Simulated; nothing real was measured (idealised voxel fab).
This section sets out a process module, namely voxel capacitor over wiring.
Cross-section cut: width 160 nm, square cells of 5 nm.
For the purposes of this document, a cross-section shall be understood as a grid of square cells, specified as bands listed in top-to-bottom order, each band consisting of one or more rows of cells.
A band entry consists of two parts. The first gives the height of the band's top and the height of its bottom, in nm. The rest lists the band's materials from left to right, each with its width in nm. A single material labelled with the word "all across" fills the band from edge to edge, and the word "air" marks empty space.
Where do heights start? At 0: under that level the wafer as delivered is made of one material only. And the lowest band has no floor; it just carries on downward, as in "0 -> down".
Quick explanation for "30->40": the width changes in equal steps down the rows of cells, from the first number in the band's top row to the second number in its bottom row.
Take "all unchanged" at face value: in the step it is given for, the cross-section changed in none of its cells.
Listed in "Closed void entries": every empty space of 8 or more cells without an open way to the top. Form: width x height at distance, the distance being from the left edge, all in nm.
The remark found on a step's line after its settings is issued by the simulator itself and pertains to that step.
overlay nm: for a step with a mask, the amount by which the mask lay right of where it was planned; a negative amount means left of it.
## Planned process steps
1) RECEIVE [material Si]
2) CONFORMAL_DEP [material SiO2] [thk nm 15]
3) CONFORMAL_DEP [material SiCN] [thk nm 5]
4) DIRECTIONAL_DEP [material SiO2] [thk nm 20]
5) DIRECTIONAL_DEP [material aC] [thk nm 15]
6) PATTERN [tone open] [mask id METAL_1] [material resist] [width nm 20] [pitch nm 70] [thk nm 35] [overlay nm 0]
7) DIRECTIONAL_ETCH [etch materials aC] [depth nm 15]
8) STRIP [etch materials resist]
9) DIRECTIONAL_ETCH [etch materials SiO2] [depth nm 20]
10) DIRECTIONAL_ETCH [etch materials SiCN] [depth nm 5]
11) STRIP [etch materials aC]
12) CONFORMAL_DEP [material TiN] [thk nm 5]
13) FILL_DEP [material Cu] [thk nm 5]
14) CMP [height nm 40]
15) EPI [material Ru] [thk nm 5]
16) FILL_DEP [material SiCN] [thk nm 5]
17) DIRECTIONAL_DEP [material lowk] [thk nm 10]
18) PATTERN [tone open] [mask id PLUG_1] [material resist] [width nm 15] [thk nm 20] [overlay nm 0]
19) DIRECTIONAL_ETCH [etch materials lowk] [depth nm 10]
20) DIRECTIONAL_ETCH [etch materials SiCN] [depth nm 5]
21) STRIP [etch materials resist]
22) CONFORMAL_DEP [material TiN] [thk nm 5]
23) FILL_DEP [material W] [thk nm 5]
24) CMP [height nm 60]
25) DIRECTIONAL_DEP [material TiN] [thk nm 5]
26) DIRECTIONAL_DEP [material SiN] [thk nm 5]
27) DIRECTIONAL_DEP [material TiN] [thk nm 10]
28) DIRECTIONAL_DEP [material aC] [thk nm 15]
29) PATTERN [tone cover] [mask id UPPER_PLATE] [material resist] [width nm 55] [thk nm 35] [overlay nm 0]
30) DIRECTIONAL_ETCH [etch materials aC] [depth nm 15]
31) STRIP [etch materials resist]
32) DIRECTIONAL_ETCH [etch materials TiN] [depth nm 10]
33) DIRECTIONAL_ETCH [etch materials SiN] [depth nm 5]
34) STRIP [etch materials aC]
35) PATTERN [tone cover] [mask id LOWER_PLATE] [material resist] [width nm 65] [thk nm 20] [overlay nm 0]
36) DIRECTIONAL_ETCH [etch materials TiN] [depth nm 5]
37) STRIP [etch materials resist]
38) FILL_DEP [material SiO2] [thk nm 15]
39) CMP [height nm 90]
40) MASKED_ETCH [tone open] [mask id PLUG_2] [width nm 15] [etch materials SiO2] [depth nm 10] [overlay nm 0]
41) CONFORMAL_DEP [material TiN] [thk nm 5]
42) FILL_DEP [material Cu] [thk nm 10]
43) CMP [height nm 90]
44) CONFORMAL_DEP [material SiN] [thk nm 5]
## So this is the incoming wafer in cross-section - it's already been through step 1
0 -> down = Si all across
Closed void entries: none
## Module complete, cross-section. Starting point and plan per above. One mistake made in running the module
95 -> 90 = SiN all across
90 -> 85 = 50 of SiO2, then 5 of TiN, then 5 of Cu, then 5 of TiN, then 95 of SiO2
85 -> 80 = 50 of SiO2, then 15 of TiN, then 95 of SiO2
80 -> 75 = SiO2 all across
75 -> 65 = 40 of SiO2, then 55 of TiN, then 65 of SiO2
65 -> 60 = 35 of SiO2, then 65 of TiN, then 60 of SiO2
60 -> 50 = 40 of lowk, then 5 of TiN, then 5 of W, then 5 of TiN, then 105 of lowk
50 -> 45 = 40 of SiCN, then 15 of TiN, then 105 of SiCN
45 -> 40 = 30 of SiCN, then 30 of Ru, then 40 of SiCN, then 30 of Ru, then 30 of SiCN
40 -> 20 = 35 of SiO2, then 5 of TiN, then 10 of Cu, then 5 of TiN, then 50 of SiO2, then 5 of TiN, then 10 of Cu, then 5 of TiN, then 35 of SiO2
20 -> 15 = 35 of SiCN, then 20 of TiN, then 50 of SiCN, then 20 of TiN, then 35 of SiCN
15 -> 0 = SiO2 all across
0 -> down = Si all across
Closed void entries: none
Diagnosis: step 26 of the plan was bypassed and not carried out
